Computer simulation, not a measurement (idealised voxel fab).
process module | voxel self aligned contacts
cross-section cut | 225 nm wide | cells 5 nm
A cross-section is a grid of square cells, given in bands from the top down. A band is one or more rows of cells.
Each band's line starts with the height of the band's top and of its bottom, in nm. Then come its materials from left to right, each with its width in nm. One material with "throughout" fills the band from edge to edge. "air" is empty space.
Height 0 is the level under which the wafer as received is all one material. The lowest band goes on downwards, as in "0 down".
A width such as "30 to 40" changes by the same amount from each row of cells to the next, from the band's top row to its bottom row.
"no change" after a step means that no cell of the cross-section changed.
closed voids: empty space of 8 cells or more with no open way to the top, each as width x height at its distance from the left edge, in nm
after a step's settings: what the simulator itself notes on the step
overlay nm, on a step with a mask: how far to the right of its planned place the mask lay; to the left if negative
plan
1 op RECEIVE | material Si
2 op OXIDIZE | depth nm 5
3 op DIRECTIONAL_DEP | material polySi | thk nm 20
4 op DIRECTIONAL_DEP | material SiN | thk nm 20
5 op DIRECTIONAL_DEP | material aC | thk nm 10
6 op PATTERN | tone cover | mask id GATE | material resist | width nm 25 | pitch nm 50 | thk nm 30 | overlay nm 0
7 op DIRECTIONAL_ETCH | etch materials aC | depth nm 10
8 op STRIP | etch materials resist
9 op DIRECTIONAL_ETCH | etch materials SiN | depth nm 20
10 op DIRECTIONAL_ETCH | etch materials polySi | depth nm 20
11 op STRIP | etch materials aC
12 op CONFORMAL_DEP | material SiN | thk nm 5
13 op DIRECTIONAL_ETCH | etch materials SiN | depth nm 5
14 op FILL_DEP | material SiO2 | thk nm 15
15 op CMP | height nm 50
16 op PATTERN | tone open | mask id CONTACT | material resist | width nm 35 | pitch nm 50 | thk nm 20 | overlay nm 0
17 op DIRECTIONAL_ETCH | etch materials SiO2 | depth nm 55
18 op STRIP | etch materials resist
19 op CONFORMAL_DEP | material TiN | thk nm 5
20 op FILL_DEP | material Ru | thk nm 5
21 op CMP | height nm 50
22 op CONFORMAL_DEP | material SiCN | thk nm 5
first wafer, as planned
as received, after step 1
  0 down: Si throughout
  closed voids: none
after step 2
  0 to -5: SiO2 throughout
  below -5: unchanged
after step 3
  20 to 0: polySi throughout
  below 0: unchanged
after step 4
  40 to 20: SiN throughout
  below 20: unchanged
after step 5
  50 to 40: aC throughout
  below 40: unchanged
after step 6
  80 to 50: air 50 | resist 25 | air 25 | resist 25 | air 25 | resist 25 | air 50
  below 50: unchanged
after step 7
  70 to 50: air 50 | resist 25 | air 25 | resist 25 | air 25 | resist 25 | air 50
  50 to 40: air 50 | aC 25 | air 25 | aC 25 | air 25 | aC 25 | air 50
  below 40: unchanged
after step 8
  50 to 40: air 50 | aC 25 | air 25 | aC 25 | air 25 | aC 25 | air 50
  below 40: unchanged
after step 9
  50 to 40: air 50 | aC 25 | air 25 | aC 25 | air 25 | aC 25 | air 50
  40 to 20: air 50 | SiN 25 | air 25 | SiN 25 | air 25 | SiN 25 | air 50
  below 20: unchanged
after step 10
  50 to 40: air 50 | aC 25 | air 25 | aC 25 | air 25 | aC 25 | air 50
  40 to 20: air 50 | SiN 25 | air 25 | SiN 25 | air 25 | SiN 25 | air 50
  20 to 0: air 50 | polySi 25 | air 25 | polySi 25 | air 25 | polySi 25 | air 50
  below 0: unchanged
after step 11
  40 to 20: air 50 | SiN 25 | air 25 | SiN 25 | air 25 | SiN 25 | air 50
  below 20: unchanged
after step 12
  45 to 20: air 45 | SiN 35 | air 15 | SiN 35 | air 15 | SiN 35 | air 45
  20 to 5: air 45 | SiN 5 | polySi 25 | SiN 5 | air 15 | SiN 5 | polySi 25 | SiN 5 | air 15 | SiN 5 | polySi 25 | SiN 5 | air 45
  5 to 0: SiN 50 | polySi 25 | SiN 25 | polySi 25 | SiN 25 | polySi 25 | SiN 50
  below 0: unchanged
after step 13
  40 to 20: air 45 | SiN 35 | air 15 | SiN 35 | air 15 | SiN 35 | air 45
  20 to 0: air 45 | SiN 5 | polySi 25 | SiN 5 | air 15 | SiN 5 | polySi 25 | SiN 5 | air 15 | SiN 5 | polySi 25 | SiN 5 | air 45
  below 0: unchanged
after step 14
  55 to 40: SiO2 throughout
  40 to 20: SiO2 45 | SiN 35 | SiO2 15 | SiN 35 | SiO2 15 | SiN 35 | SiO2 45
  20 to 0: SiO2 45 | SiN 5 | polySi 25 | SiN 5 | SiO2 15 | SiN 5 | polySi 25 | SiN 5 | SiO2 15 | SiN 5 | polySi 25 | SiN 5 | SiO2 45
  below 0: unchanged
after step 15
  50 to 40: SiO2 throughout
  below 40: unchanged
after step 16
  70 to 50: resist 70 | air 35 | resist 15 | air 35 | resist 70
  below 50: unchanged
after step 17
  70 to 50: resist 70 | air 35 | resist 15 | air 35 | resist 70
  50 to 40: SiO2 70 | air 35 | SiO2 15 | air 35 | SiO2 70
  40 to 20: SiO2 45 | SiN 35 | air 15 | SiN 35 | air 15 | SiN 35 | SiO2 45
  20 to 0: SiO2 45 | SiN 5 | polySi 25 | SiN 5 | air 15 | SiN 5 | polySi 25 | SiN 5 | air 15 | SiN 5 | polySi 25 | SiN 5 | SiO2 45
  0 to -5: SiO2 80 | air 15 | SiO2 35 | air 15 | SiO2 80
  below -5: unchanged
after step 18
  50 to 40: SiO2 70 | air 35 | SiO2 15 | air 35 | SiO2 70
  below 40: unchanged
after step 19
  55 to 50: TiN 75 | air 25 | TiN 25 | air 25 | TiN 75
  50 to 40: SiO2 70 | TiN 5 to 15 | air 25 to 5 | TiN 5 to 15 | SiO2 15 | TiN 5 to 15 | air 25 to 5 | TiN 5 to 15 | SiO2 70
  40 to 20: SiO2 45 | SiN 35 | TiN 5 | air 5 | TiN 5 | SiN 35 | TiN 5 | air 5 | TiN 5 | SiN 35 | SiO2 45
  20 to 0: SiO2 45 | SiN 5 | polySi 25 | SiN 5 | TiN 5 | air 5 | TiN 5 | SiN 5 | polySi 25 | SiN 5 | TiN 5 | air 5 | TiN 5 | SiN 5 | polySi 25 | SiN 5 | SiO2 45
  0 to -5: SiO2 80 | TiN 15 | SiO2 35 | TiN 15 | SiO2 80
  below -5: unchanged
after step 20
  60 to 55: Ru throughout
  55 to 50: TiN 75 | Ru 25 | TiN 25 | Ru 25 | TiN 75
  50 to 40: SiO2 70 | TiN 5 to 15 | Ru 25 to 5 | TiN 5 to 15 | SiO2 15 | TiN 5 to 15 | Ru 25 to 5 | TiN 5 to 15 | SiO2 70
  40 to 20: SiO2 45 | SiN 35 | TiN 5 | Ru 5 | TiN 5 | SiN 35 | TiN 5 | Ru 5 | TiN 5 | SiN 35 | SiO2 45
  20 to 0: SiO2 45 | SiN 5 | polySi 25 | SiN 5 | TiN 5 | Ru 5 | TiN 5 | SiN 5 | polySi 25 | SiN 5 | TiN 5 | Ru 5 | TiN 5 | SiN 5 | polySi 25 | SiN 5 | SiO2 45
  below 0: unchanged
after step 21
  50 to 40: SiO2 70 | TiN 5 to 15 | Ru 25 to 5 | TiN 5 to 15 | SiO2 15 | TiN 5 to 15 | Ru 25 to 5 | TiN 5 to 15 | SiO2 70
  below 40: unchanged
after step 22
  55 to 50: SiCN throughout
  below 50: unchanged
second wafer: like start, like plan, one mistake. Through step 2 it matches the first wafer
when step 3 should have ended
  20 to -5: SiO2 throughout
  below -5: unchanged
when step 4 should have ended
  40 to 20: SiN throughout
  below 20: unchanged
when step 5 should have ended
  50 to 40: aC throughout
  below 40: unchanged
when step 6 should have ended
  80 to 50: air 50 | resist 25 | air 25 | resist 25 | air 25 | resist 25 | air 50
  below 50: unchanged
when step 7 should have ended
  70 to 50: air 50 | resist 25 | air 25 | resist 25 | air 25 | resist 25 | air 50
  50 to 40: air 50 | aC 25 | air 25 | aC 25 | air 25 | aC 25 | air 50
  below 40: unchanged
when step 8 should have ended
  50 to 40: air 50 | aC 25 | air 25 | aC 25 | air 25 | aC 25 | air 50
  below 40: unchanged
when step 9 should have ended
  50 to 40: air 50 | aC 25 | air 25 | aC 25 | air 25 | aC 25 | air 50
  40 to 20: air 50 | SiN 25 | air 25 | SiN 25 | air 25 | SiN 25 | air 50
  below 20: unchanged
when step 10 should have ended: no change
when step 11 should have ended
  40 to 20: air 50 | SiN 25 | air 25 | SiN 25 | air 25 | SiN 25 | air 50
  below 20: unchanged
when step 12 should have ended
  45 to 25: air 45 | SiN 35 | air 15 | SiN 35 | air 15 | SiN 35 | air 45
  25 to 20: SiN throughout
  below 20: unchanged
when step 13 should have ended
  40 to 20: air 45 | SiN 35 | air 15 | SiN 35 | air 15 | SiN 35 | air 45
  below 20: unchanged
when step 14 should have ended
  55 to 40: SiO2 throughout
  40 to 20: SiO2 45 | SiN 35 | SiO2 15 | SiN 35 | SiO2 15 | SiN 35 | SiO2 45
  below 20: unchanged
when step 15 should have ended
  50 to 40: SiO2 throughout
  below 40: unchanged
when step 16 should have ended
  70 to 50: resist 70 | air 35 | resist 15 | air 35 | resist 70
  below 50: unchanged
when step 17 should have ended
  70 to 50: resist 70 | air 35 | resist 15 | air 35 | resist 70
  50 to 40: SiO2 70 | air 35 | SiO2 15 | air 35 | SiO2 70
  40 to 20: SiO2 45 | SiN 35 | air 15 | SiN 35 | air 15 | SiN 35 | SiO2 45
  20 to -5: SiO2 80 | air 15 | SiO2 35 | air 15 | SiO2 80
  below -5: unchanged
when step 18 should have ended
  50 to 40: SiO2 70 | air 35 | SiO2 15 | air 35 | SiO2 70
  below 40: unchanged
when step 19 should have ended
  55 to 50: TiN 75 | air 25 | TiN 25 | air 25 | TiN 75
  50 to 40: SiO2 70 | TiN 5 to 15 | air 25 to 5 | TiN 5 to 15 | SiO2 15 | TiN 5 to 15 | air 25 to 5 | TiN 5 to 15 | SiO2 70
  40 to 20: SiO2 45 | SiN 35 | TiN 5 | air 5 | TiN 5 | SiN 35 | TiN 5 | air 5 | TiN 5 | SiN 35 | SiO2 45
  20 to 0: SiO2 80 | TiN 5 | air 5 | TiN 5 | SiO2 35 | TiN 5 | air 5 | TiN 5 | SiO2 80
  0 to -5: SiO2 80 | TiN 15 | SiO2 35 | TiN 15 | SiO2 80
  below -5: unchanged
when step 20 should have ended
  60 to 55: Ru throughout
  55 to 50: TiN 75 | Ru 25 | TiN 25 | Ru 25 | TiN 75
  50 to 40: SiO2 70 | TiN 5 to 15 | Ru 25 to 5 | TiN 5 to 15 | SiO2 15 | TiN 5 to 15 | Ru 25 to 5 | TiN 5 to 15 | SiO2 70
  40 to 20: SiO2 45 | SiN 35 | TiN 5 | Ru 5 | TiN 5 | SiN 35 | TiN 5 | Ru 5 | TiN 5 | SiN 35 | SiO2 45
  20 to 0: SiO2 80 | TiN 5 | Ru 5 | TiN 5 | SiO2 35 | TiN 5 | Ru 5 | TiN 5 | SiO2 80
  below 0: unchanged
when step 21 should have ended
  50 to 40: SiO2 70 | TiN 5 to 15 | Ru 25 to 5 | TiN 5 to 15 | SiO2 15 | TiN 5 to 15 | Ru 25 to 5 | TiN 5 to 15 | SiO2 70
  below 40: unchanged
when step 22 should have ended
  55 to 50: SiCN throughout
  below 50: unchanged
what went wrong: step 3 ran as: op DIRECTIONAL_DEP | material SiO2 | thk nm 20
at the end the second wafer has, in cells: 24 fewer of SiN | 84 more of SiO2 | 60 fewer of polySi
